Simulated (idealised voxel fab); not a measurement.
process module | voxel wiring stack
cross-section cut | 190 nm wide | cells 5 nm
A cross-section is a grid of square cells, given in bands from the top down. A band is one or more rows of cells.
Each band's line starts with the height of the band's top and of its bottom, in nm. Then come its materials from left to right, each with its width in nm. One material with "throughout" fills the band from edge to edge. "air" is empty space.
Height 0 is the level under which the wafer as received is all one material. The lowest band goes on downwards, as in "0 down".
A width such as "30 to 40" changes by the same amount from each row of cells to the next, from the band's top row to its bottom row.
"no change" after a step means that no cell of the cross-section changed.
closed voids: empty space of 8 cells or more with no open way to the top, each as width x height at its distance from the left edge, in nm
after a step's settings: what the simulator itself notes on the step
overlay nm, on a step with a mask: how far to the right of its planned place the mask lay; to the left if negative
plan
1 op RECEIVE | material Si
2 op CONFORMAL_DEP | material SiO2 | thk nm 10
3 op CONFORMAL_DEP | material SiCN | thk nm 5
4 op DIRECTIONAL_DEP | material lowk | thk nm 25
5 op DIRECTIONAL_DEP | material aC | thk nm 15
6 op PATTERN | tone open | mask id METAL_1 | material resist | width nm 20 | pitch nm 40 | thk nm 35 | overlay nm 0
7 op DIRECTIONAL_ETCH | etch materials aC | depth nm 15
8 op STRIP | etch materials resist
9 op DIRECTIONAL_ETCH | etch materials lowk | depth nm 25
10 op DIRECTIONAL_ETCH | etch materials SiCN | depth nm 5
11 op STRIP | etch materials aC
12 op CONFORMAL_DEP | material TiN | thk nm 5
13 op FILL_DEP | material Ru | thk nm 5
14 op CMP | height nm 40
15 op CONFORMAL_DEP | material SiCN | thk nm 5
16 op DIRECTIONAL_DEP | material lowk | thk nm 15
17 op DIRECTIONAL_DEP | material aC | thk nm 15
18 op PATTERN | tone open | mask id PLUG_1 | material resist | width nm 15 | pitch nm 40 | thk nm 35 | overlay nm 0
19 op DIRECTIONAL_ETCH | etch materials aC | depth nm 15
20 op STRIP | etch materials resist
21 op DIRECTIONAL_ETCH | etch materials lowk | depth nm 15
22 op DIRECTIONAL_ETCH | etch materials SiCN | depth nm 5
23 op STRIP | etch materials aC
24 op EPI | material Ru | thk nm 10
25 op EPI | material Ru | thk nm 10
26 op CONFORMAL_DEP | material SiN | thk nm 5
27 op DIRECTIONAL_DEP | material SiO2 | thk nm 15
28 op MASKED_ETCH | tone open | mask id METAL_2 | width nm 20 | pitch nm 40 | etch materials SiO2 | depth nm 15 | overlay nm 0
29 op MASKED_ETCH | tone open | mask id METAL_2 | width nm 20 | pitch nm 40 | etch materials SiN | depth nm 5 | overlay nm 0
30 op CONFORMAL_DEP | material TiN | thk nm 5
31 op FILL_DEP | material W | thk nm 10
32 op CMP | height nm 80
33 op CONFORMAL_DEP | material SiN | thk nm 5
as received, after step 1
  0 down: Si throughout
  closed voids: none
a wafer at the end: this start, this plan, one mistake
  85 to 80: SiN throughout
  80 to 70: W 20 | TiN 5 | SiO2 20 | TiN 5 | W 10 | TiN 5 | SiO2 20 | TiN 5 | W 10 | TiN 5 | SiO2 20 | TiN 5 | W 10 | TiN 5 | SiO2 20 | TiN 5 | W 20
  70 to 65: TiN 25 | SiO2 20 | TiN 20 | SiO2 20 | TiN 20 | SiO2 20 | TiN 20 | SiO2 20 | TiN 25
  65 to 60: SiN throughout
  60 to 45: lowk 25 | Ru 15 | lowk 25 | Ru 15 | lowk 25 | Ru 15 | lowk 25 | Ru 15 | lowk 30
  45 to 40: SiCN 25 | Ru 15 | SiCN 25 | Ru 15 | SiCN 25 | Ru 15 | SiCN 25 | Ru 15 | SiCN 30
  40 to 15: lowk 25 | TiN 5 | Ru 10 | TiN 5 | lowk 20 | TiN 5 | Ru 10 | TiN 5 | lowk 20 | TiN 5 | Ru 10 | TiN 5 | lowk 20 | TiN 5 | Ru 10 | TiN 5 | lowk 25
  15 to 10: SiCN 25 | TiN 20 | SiCN 20 | TiN 20 | SiCN 20 | TiN 20 | SiCN 20 | TiN 20 | SiCN 25
  10 to 0: SiO2 throughout
  0 down: Si throughout
  closed voids: none
what went wrong: step 28 ran as: op MASKED_ETCH | tone cover | mask id METAL_2 | width nm 20 | pitch nm 40 | etch materials SiO2 | depth nm 15 | overlay nm 0
